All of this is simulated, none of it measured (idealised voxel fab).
process module | voxel wiring stack
cross-section cut | 285 nm wide | cells 5 nm
A cross-section is a grid of square cells, given in bands from the top down. A band is one or more rows of cells.
Each band's line starts with the height of the band's top and of its bottom, in nm. Then come its materials from left to right, each with its width in nm. One material with "throughout" fills the band from edge to edge. "air" is empty space.
Height 0 is the level under which the wafer as received is all one material. The lowest band goes on downwards, as in "0 down".
A width such as "30 to 40" changes by the same amount from each row of cells to the next, from the band's top row to its bottom row.
"no change" after a step means that no cell of the cross-section changed.
closed voids: empty space of 8 cells or more with no open way to the top, each as width x height at its distance from the left edge, in nm
after a step's settings: what the simulator itself notes on the step
overlay nm, on a step with a mask: how far to the right of its planned place the mask lay; to the left if negative
plan
1 op RECEIVE | material Si
2 op CONFORMAL_DEP | material SiO2 | thk nm 10
3 op CONFORMAL_DEP | material SiN | thk nm 5
4 op DIRECTIONAL_DEP | material lowk | thk nm 25
5 op MASKED_ETCH | tone open | mask id METAL_1 | width nm 25 | pitch nm 55 | etch materials lowk | depth nm 25 | overlay nm 0
6 op MASKED_ETCH | tone open | mask id METAL_1 | width nm 25 | pitch nm 55 | etch materials SiN | depth nm 5 | overlay nm 0
7 op CONFORMAL_DEP | material TiN | thk nm 5
8 op FILL_DEP | material Cu | thk nm 5
9 op CMP | height nm 40
10 op CONFORMAL_DEP | material SiCN | thk nm 5
11 op DIRECTIONAL_DEP | material SiO2 | thk nm 25
12 op DIRECTIONAL_DEP | material aC | thk nm 10
13 op PATTERN | tone open | mask id METAL_2_HOLES | material resist | width nm 15 | thk nm 30 | overlay nm 0
14 op DIRECTIONAL_ETCH | etch materials aC | depth nm 10
15 op STRIP | etch materials resist
16 op DIRECTIONAL_ETCH | etch materials SiO2 | depth nm 25
17 op STRIP | etch materials aC
18 op MASKED_ETCH | tone open | mask id METAL_2 | width nm 25 | pitch nm 55 | etch materials SiO2 | depth nm 15 | overlay nm 0
19 op MASKED_ETCH | tone open | mask id METAL_2 | width nm 25 | pitch nm 55 | etch materials SiCN | depth nm 5 | overlay nm 0
20 op CONFORMAL_DEP | material TiN | thk nm 5
21 op FILL_DEP | material Cu | thk nm 5
22 op CMP | height nm 70
23 op CONFORMAL_DEP | material SiCN | thk nm 5
24 op DIRECTIONAL_DEP | material SiO2 | thk nm 30
25 op MASKED_ETCH | tone open | mask id METAL_3 | width nm 25 | pitch nm 55 | etch materials SiO2 | depth nm 20 | overlay nm 0
26 op DIRECTIONAL_DEP | material aC | thk nm 10
27 op PATTERN | tone open | mask id METAL_3_HOLES | material resist | width nm 15 | pitch nm 55 | thk nm 25 | overlay nm 0
28 op DIRECTIONAL_ETCH | etch materials aC | depth nm 10
29 op STRIP | etch materials resist
30 op DIRECTIONAL_ETCH | etch materials SiO2 | depth nm 10
31 op DIRECTIONAL_ETCH | etch materials SiCN | depth nm 5
32 op STRIP | etch materials aC
33 op CONFORMAL_DEP | material TiN | thk nm 5
34 op FILL_DEP | material Cu | thk nm 5
35 op CMP | height nm 105
36 op CONFORMAL_DEP | material SiCN | thk nm 5
37 op DIRECTIONAL_DEP | material SiO2 | thk nm 25
38 op PATTERN | tone open | mask id METAL_4_HOLES | material resist | width nm 15 | pitch nm 55 | thk nm 20 | overlay nm 0
39 op DIRECTIONAL_ETCH | etch materials SiO2 | depth nm 25
40 op STRIP | etch materials resist
41 op PATTERN | tone open | mask id METAL_4 | material resist | width nm 25 | pitch nm 55 | thk nm 20 | overlay nm 0
42 op DIRECTIONAL_ETCH | etch materials SiO2 | depth nm 15
43 op DIRECTIONAL_ETCH | etch materials SiCN | depth nm 5
44 op STRIP | etch materials resist
45 op CONFORMAL_DEP | material TiN | thk nm 5
46 op FILL_DEP | material Cu | thk nm 10
47 op CMP | height nm 135
48 op CONFORMAL_DEP | material SiN | thk nm 5
as received, after step 1
  0 down: Si throughout
  closed voids: none
first wafer at the end, as planned
  140 to 135: SiN throughout
  135 to 125: SiO2 100 | TiN 5 | Cu 15 | TiN 5 | SiO2 30 | TiN 5 | Cu 15 | TiN 5 | SiO2 105
  125 to 120: SiO2 100 | TiN 5 | Cu 5 | TiN 15 | SiO2 30 | TiN 5 | Cu 5 | TiN 15 | SiO2 105
  120 to 110: SiO2 100 | TiN 5 | Cu 5 | TiN 5 | SiO2 40 | TiN 5 | Cu 5 | TiN 5 | SiO2 115
  110 to 105: SiCN 100 | TiN 15 | SiCN 40 | TiN 15 | SiCN 115
  105 to 90: SiO2 100 | TiN 5 | Cu 15 | TiN 5 | SiO2 30 | TiN 5 | Cu 15 | TiN 5 | SiO2 105
  90 to 85: SiO2 100 | TiN 5 | Cu 5 | TiN 15 | SiO2 30 | TiN 5 | Cu 5 | TiN 15 | SiO2 105
  85 to 75: SiO2 100 | TiN 5 | Cu 5 | TiN 5 | SiO2 40 | TiN 5 | Cu 5 | TiN 5 | SiO2 115
  75 to 70: SiCN 100 | TiN 15 | SiCN 40 | TiN 15 | SiCN 115
  70 to 60: SiO2 100 | TiN 5 | Cu 15 | TiN 5 | SiO2 30 | TiN 5 | Cu 15 | TiN 5 | SiO2 105
  60 to 55: SiO2 100 | TiN 5 | Cu 5 | TiN 15 | SiO2 30 | TiN 25 | SiO2 105
  55 to 45: SiO2 100 | TiN 5 | Cu 5 | TiN 5 | SiO2 170
  45 to 40: SiCN 100 | TiN 15 | SiCN 170
  40 to 15: lowk 100 | TiN 5 | Cu 15 | TiN 5 | lowk 30 | TiN 5 | Cu 15 | TiN 5 | lowk 105
  15 to 10: SiN 100 | TiN 25 | SiN 30 | TiN 25 | SiN 105
  10 to 0: SiO2 throughout
  0 down: Si throughout
  closed voids: none
second wafer at the end: like start, like plan, one mistake
  140 to 135: SiN throughout
  135 to 125: SiO2 100 | TiN 5 | Cu 15 | TiN 5 | SiO2 30 | TiN 5 | Cu 15 | TiN 5 | SiO2 105
  125 to 120: SiO2 100 | TiN 5 | Cu 5 | TiN 15 | SiO2 30 | TiN 5 | Cu 5 | TiN 15 | SiO2 105
  120 to 110: SiO2 100 | TiN 5 | Cu 5 | TiN 5 | SiO2 40 | TiN 5 | Cu 5 | TiN 5 | SiO2 115
  110 to 105: SiCN 100 | TiN 15 | SiCN 40 | TiN 15 | SiCN 115
  105 to 90: SiO2 100 | TiN 5 | Cu 15 | TiN 5 | SiO2 30 | TiN 5 | Cu 15 | TiN 5 | SiO2 105
  90 to 85: SiO2 100 | TiN 5 | Cu 5 | TiN 15 | SiO2 30 | TiN 5 | Cu 5 | TiN 15 | SiO2 105
  85 to 75: SiO2 100 | TiN 5 | Cu 5 | TiN 5 | SiO2 40 | TiN 5 | Cu 5 | TiN 5 | SiO2 115
  75 to 70: SiCN 100 | TiN 15 | SiCN 40 | TiN 15 | SiCN 115
  70 to 60: SiO2 100 | TiN 5 | Cu 15 | TiN 5 | SiO2 30 | TiN 5 | Cu 15 | TiN 5 | SiO2 105
  60 to 55: SiO2 100 | TiN 5 | Cu 5 | TiN 15 | SiO2 30 | TiN 25 | SiO2 105
  55 to 45: SiO2 100 | TiN 5 | Cu 5 | TiN 5 | SiO2 170
  45 to 40: SiCN 100 | TiN 15 | SiCN 170
  40 to 20: lowk 100 | TiN 5 | Cu 20 | TiN 5 | lowk 25 | TiN 5 | Cu 20 | TiN 5 | lowk 100
  20 to 15: lowk 100 | TiN 5 | Cu 15 | TiN 10 | lowk 25 | TiN 5 | Cu 15 | TiN 10 | lowk 100
  15 to 10: SiN 100 | TiN 25 | SiN 30 | TiN 25 | SiN 105
  10 to 0: SiO2 throughout
  0 down: Si throughout
  closed voids: none
what went wrong: step 5 ran as: op MASKED_ETCH | tone open | mask id METAL_1 | width nm 30 | pitch nm 55 | etch materials lowk | depth nm 25 | overlay nm 0
at the end the second wafer has, in cells: 8 more of Cu | 2 more of TiN | 10 fewer of lowk
